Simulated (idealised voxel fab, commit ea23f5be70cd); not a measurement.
process module | voxel released beams
Each square cell in cross-section cut measures 5 nm, and the section as a whole is 260 nm wide.
In what follows, cross-sections appear as grids of square cells, described through bands that run from the top down, where every band is one or more rows of cells. The band entry comprises the height of the band's top followed by the height of its bottom, expressed in nm, and subsequently the band's materials from left to right, each stated together with its width in nm. Where a single material is marked with the word "full width", that material fills the band from edge to edge. The word "air" represents empty space. All heights in this document are referenced to 0, defined as the level beneath which the wafer, as received, consists entirely of one material. The lowest band is not bounded below; it extends indefinitely downward and is written in the form "0 -> down". You'd read "30 to 40" like this: the band's top row of cells is as wide as the first number, its bottom row is as wide as the second, and going down, every row changes width by the same amount as the row before did. A step reported as "nothing different" is a step in which no cell of the cross-section changed. Each empty space that has no open way to the top and spans at least 8 cells appears under "Voids, enclosed" as width x height at distance, the distance counted from the left edge, all in nm. Anything after a step's settings on that line? It's the simulator's own note about the step. The setting "overlay nm" may be written on the line of a step. When the step uses a mask, the value reports how far to the right of the planned place the mask lay, and a negative value reports that it lay to the left.

INTENDED PROCESS STEPS
- 1: RECEIVE: material Si
- 2: CONFORMAL_DEP: material Al2O3, thk nm 5
- 3: DIRECTIONAL_DEP: material SiO2, thk nm 15
- 4: DIRECTIONAL_DEP: material aC, thk nm 10
- 5: PATTERN: tone open, mask id ANCHOR, material resist, width nm 45, thk nm 30, overlay nm 0
- 6: DIRECTIONAL_ETCH: etch materials aC, depth nm 10
- 7: STRIP: etch materials resist
- 8: DIRECTIONAL_ETCH: etch materials SiO2, depth nm 15
- 9: STRIP: etch materials aC
- 10: CONFORMAL_DEP: material SiN, thk nm 15
- 11: DIRECTIONAL_DEP: material aC, thk nm 10
- 12: PATTERN: tone cover, mask id BEAM, material resist, width nm 120, thk nm 30, overlay nm 0
- 13: DIRECTIONAL_ETCH: etch materials aC, depth nm 10
- 14: STRIP: etch materials resist
- 15: DIRECTIONAL_ETCH: etch materials SiN, depth nm 15
- 16: STRIP: etch materials aC
- 17: STRIP: etch materials SiO2

OF TWO WAFERS, THE FIRST: RUN ACCORDING TO PLAN

RECEIVED-STATE CROSS-SECTION, REFLECTING COMPLETION OF STEP 1
	0 -> down  Si full width
	Voids, enclosed: none

TAKE A LOOK AT THE WAFER'S CROSS-SECTION AFTER STEP 2
	5 -> 0  Al2O3 full width
	Nothing below the height 0 has changed.

TAKE A LOOK AT THE WAFER'S CROSS-SECTION AFTER STEP 3
	20 -> 5  SiO2 full width
	Nothing below the height 5 has changed.

TAKE A LOOK AT THE WAFER'S CROSS-SECTION AFTER STEP 4
	30 -> 20  aC full width
	Nothing below the height 20 has changed.

TAKE A LOOK AT THE WAFER'S CROSS-SECTION AFTER STEP 5
	60 -> 30  resist 70 nm  air 45 nm  resist 145 nm
	Nothing below the height 30 has changed.

TAKE A LOOK AT THE WAFER'S CROSS-SECTION AFTER STEP 6
	50 -> 30  resist 70 nm  air 45 nm  resist 145 nm
	30 -> 20  aC 70 nm  air 45 nm  aC 145 nm
	Nothing below the height 20 has changed.

TAKE A LOOK AT THE WAFER'S CROSS-SECTION AFTER STEP 7
	30 -> 20  aC 70 nm  air 45 nm  aC 145 nm
	Nothing below the height 20 has changed.

TAKE A LOOK AT THE WAFER'S CROSS-SECTION AFTER STEP 8
	30 -> 20  aC 70 nm  air 45 nm  aC 145 nm
	20 -> 5  SiO2 70 nm  air 45 nm  SiO2 145 nm
	Nothing below the height 5 has changed.

TAKE A LOOK AT THE WAFER'S CROSS-SECTION AFTER STEP 9
	20 -> 5  SiO2 70 nm  air 45 nm  SiO2 145 nm
	Nothing below the height 5 has changed.

TAKE A LOOK AT THE WAFER'S CROSS-SECTION AFTER STEP 10
	35 -> 20  SiN 85 nm  air 15 nm  SiN 160 nm
	20 -> 5  SiO2 70 nm  SiN 45 nm  SiO2 145 nm
	Nothing below the height 5 has changed.

TAKE A LOOK AT THE WAFER'S CROSS-SECTION AFTER STEP 11
	45 -> 35  aC 85 nm  air 15 nm  aC 160 nm
	35 -> 30  SiN 85 nm  air 15 nm  SiN 160 nm
	30 -> 20  SiN 85 nm  aC 15 nm  SiN 160 nm
	Nothing below the height 20 has changed.

TAKE A LOOK AT THE WAFER'S CROSS-SECTION AFTER STEP 12
	75 -> 45  air 65 nm  resist 120 nm  air 75 nm
	45 -> 35  aC 85 nm  resist 15 nm  aC 160 nm
	35 -> 30  SiN 85 nm  resist 15 nm  SiN 160 nm
	Nothing below the height 30 has changed.

TAKE A LOOK AT THE WAFER'S CROSS-SECTION AFTER STEP 13
	65 -> 45  air 65 nm  resist 120 nm  air 75 nm
	45 -> 35  air 65 nm  aC 20 nm  resist 15 nm  aC 85 nm  air 75 nm
	Nothing below the height 35 has changed.

TAKE A LOOK AT THE WAFER'S CROSS-SECTION AFTER STEP 14
	45 -> 35  air 65 nm  aC 20 nm  air 15 nm  aC 85 nm  air 75 nm
	35 -> 30  SiN 85 nm  air 15 nm  SiN 160 nm
	Nothing below the height 30 has changed.

TAKE A LOOK AT THE WAFER'S CROSS-SECTION AFTER STEP 15
	45 -> 35  air 65 nm  aC 20 nm  air 15 nm  aC 85 nm  air 75 nm
	35 -> 30  air 65 nm  SiN 20 nm  air 15 nm  SiN 85 nm  air 75 nm
	30 -> 20  air 65 nm  SiN 20 nm  aC 15 nm  SiN 85 nm  air 75 nm
	Nothing below the height 20 has changed.

TAKE A LOOK AT THE WAFER'S CROSS-SECTION AFTER STEP 16
	35 -> 20  air 65 nm  SiN 20 nm  air 15 nm  SiN 85 nm  air 75 nm
	Nothing below the height 20 has changed.

TAKE A LOOK AT THE WAFER'S CROSS-SECTION AFTER STEP 17
	35 -> 20  air 65 nm  SiN 20 nm  air 15 nm  SiN 85 nm  air 75 nm
	20 -> 5  air 70 nm  SiN 45 nm  air 145 nm
	Nothing below the height 5 has changed.

IT IS TO BE NOTED THAT THE SECOND WAFER PROCEEDED FROM THE SAME INITIAL STATE AND ACCORDING TO THE SAME PLAN AS THE FIRST, ALTHOUGH ONE MISTAKE WAS COMMITTED IN ITS EXECUTION; THROUGH STEP 3, INCLUSIVE, THE TWO WAFERS SHARE AN IDENTICAL HISTORY

WHEN STEP 4 SHOULD HAVE ENDED
	30 -> 20  SiN full width
	Nothing below the height 20 has changed.

WHEN STEP 5 SHOULD HAVE ENDED
	60 -> 30  resist 70 nm  air 45 nm  resist 145 nm
	Nothing below the height 30 has changed.

WHEN STEP 6 SHOULD HAVE ENDED
	50 -> 30  resist 70 nm  air 45 nm  resist 145 nm
	Nothing below the height 30 has changed.

WHEN STEP 7 SHOULD HAVE ENDED
	30 -> 20  SiN full width
	Nothing below the height 20 has changed.

when step 8 should have ended: nothing different

when step 9 should have ended: nothing different

WHEN STEP 10 SHOULD HAVE ENDED
	45 -> 20  SiN full width
	Nothing below the height 20 has changed.

WHEN STEP 11 SHOULD HAVE ENDED
	55 -> 45  aC full width
	Nothing below the height 45 has changed.

WHEN STEP 12 SHOULD HAVE ENDED
	85 -> 55  air 65 nm  resist 120 nm  air 75 nm
	Nothing below the height 55 has changed.

WHEN STEP 13 SHOULD HAVE ENDED
	75 -> 55  air 65 nm  resist 120 nm  air 75 nm
	55 -> 45  air 65 nm  aC 120 nm  air 75 nm
	Nothing below the height 45 has changed.

WHEN STEP 14 SHOULD HAVE ENDED
	55 -> 45  air 65 nm  aC 120 nm  air 75 nm
	Nothing below the height 45 has changed.

WHEN STEP 15 SHOULD HAVE ENDED
	55 -> 45  air 65 nm  aC 120 nm  air 75 nm
	45 -> 30  air 65 nm  SiN 120 nm  air 75 nm
	Nothing below the height 30 has changed.

WHEN STEP 16 SHOULD HAVE ENDED
	45 -> 30  air 65 nm  SiN 120 nm  air 75 nm
	Nothing below the height 30 has changed.

when step 17 should have ended: nothing different
It is concluded that the wafer was processed incorrectly with respect to the plan, in that step 4 off recipe, ran as DIRECTIONAL_DEP: material SiN, thk nm 10
Cell-count delta at end, second wafer over first, by material: +86 SiN | +156 SiO2
